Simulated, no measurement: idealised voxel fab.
Name of the process module below: voxel self aligned vias
Square cells of 5 nm make up the cross-section cut, whose width is 270 nm.
Format of a cross-section: grid, square cells. Given as bands. Order: top down. Band: one or more rows of cells.
Look at the band entry: it leads with the top's height and the bottom's height in nm. Then it lists the materials left to right, with a width in nm for each. The word "everywhere" on a single material says that material fills the band edge to edge. The word "empty" is empty space.
We count height from 0. Below that, the starting wafer is all one material. The lowest band never ends at the bottom but goes on down; see "top 0, no bottom" for how that is written.
Note: "30..40" means the width goes from the first number (top row of the band) to the second number (bottom row) in equal steps per row of cells.
"no alterations made" means the step left every cell of the cross-section as it was.
Entry "Closed cavities". Content: empty spaces with no open connection to the top, size 8 cells or greater. Each: width x height at distance. Distance: from left edge. Unit: nm.
Where a step's line continues beyond its settings, the continuation is a remark by the simulator itself on that step.
"overlay nm", when on a step's line for a step with a mask, measures how far to the right of its planned place the mask lay; a negative measure means to the left.

# List of planned process steps
1. RECEIVE [material Si]
2. CONFORMAL_DEP [material SiO2] [thk nm 10]
3. CONFORMAL_DEP [material SiCN] [thk nm 5]
4. DIRECTIONAL_DEP [material SiO2] [thk nm 30]
5. PATTERN [tone open] [mask id LINES] [material resist] [width nm 20] [pitch nm 55] [thk nm 15] [overlay nm 0]
6. DIRECTIONAL_ETCH [etch materials SiO2] [depth nm 30]
7. STRIP [etch materials resist]
8. CONFORMAL_DEP [material TiN] [thk nm 5]
9. FILL_DEP [material W] [thk nm 10]
10. CMP [height nm 45]
11. SELECTIVE_ETCH [etch materials W Ru TiN] [depth nm 5]
12. FILL_DEP [material SiN] [thk nm 5]
13. CMP [height nm 45]
14. DIRECTIONAL_DEP [material SiO2] [thk nm 15]
15. DIRECTIONAL_DEP [material aC] [thk nm 10]
16. PATTERN [tone open] [mask id VIAS] [material resist] [width nm 40] [pitch nm 110] [thk nm 25] [overlay nm 0]
17. DIRECTIONAL_ETCH [etch materials aC] [depth nm 10]
18. STRIP [etch materials resist]
19. DIRECTIONAL_ETCH [etch materials SiO2] [depth nm 15]
20. DIRECTIONAL_ETCH [etch materials SiN] [depth nm 5]
21. STRIP [etch materials aC]
22. CONFORMAL_DEP [material TiN] [thk nm 5]
23. FILL_DEP [material Cu] [thk nm 5]
24. CMP [height nm 60]
25. CONFORMAL_DEP [material SiN] [thk nm 5]

# Shown in cross-section is the wafer as received, that is, as it stands after step 1
	top 0, no bottom = Si everywhere
	Closed cavities: none

# Cross-section at module end, one run error; start and plan unchanged from above
	top 65, bottom 60 = SiN everywhere
	top 60, bottom 45 = SiO2=60, then TiN=5, then Cu=30, then TiN=5, then SiO2=70, then TiN=5, then Cu=30, then TiN=5, then SiO2=60
	top 45, bottom 40 = SiN=60, then TiN=40, then SiN=70, then TiN=40, then SiN=60
	top 40, bottom 35 = TiN=75, then W=10, then TiN=45, then W=10, then TiN=45, then W=10, then TiN=75
	top 35, bottom 20 = SiO2=70, then TiN=5, then W=10, then TiN=5, then SiO2=35, then TiN=5, then W=10, then TiN=5, then SiO2=35, then TiN=5, then W=10, then TiN=5, then SiO2=70
	top 20, bottom 15 = SiO2=70, then TiN=20, then SiO2=35, then TiN=20, then SiO2=35, then TiN=20, then SiO2=70
	top 15, bottom 10 = SiCN everywhere
	top 10, bottom 0 = SiO2 everywhere
	top 0, no bottom = Si everywhere
	Closed cavities: none
Processing error: step 4 was not run as planned; what actually ran was DIRECTIONAL_DEP [material SiO2] [thk nm 20]
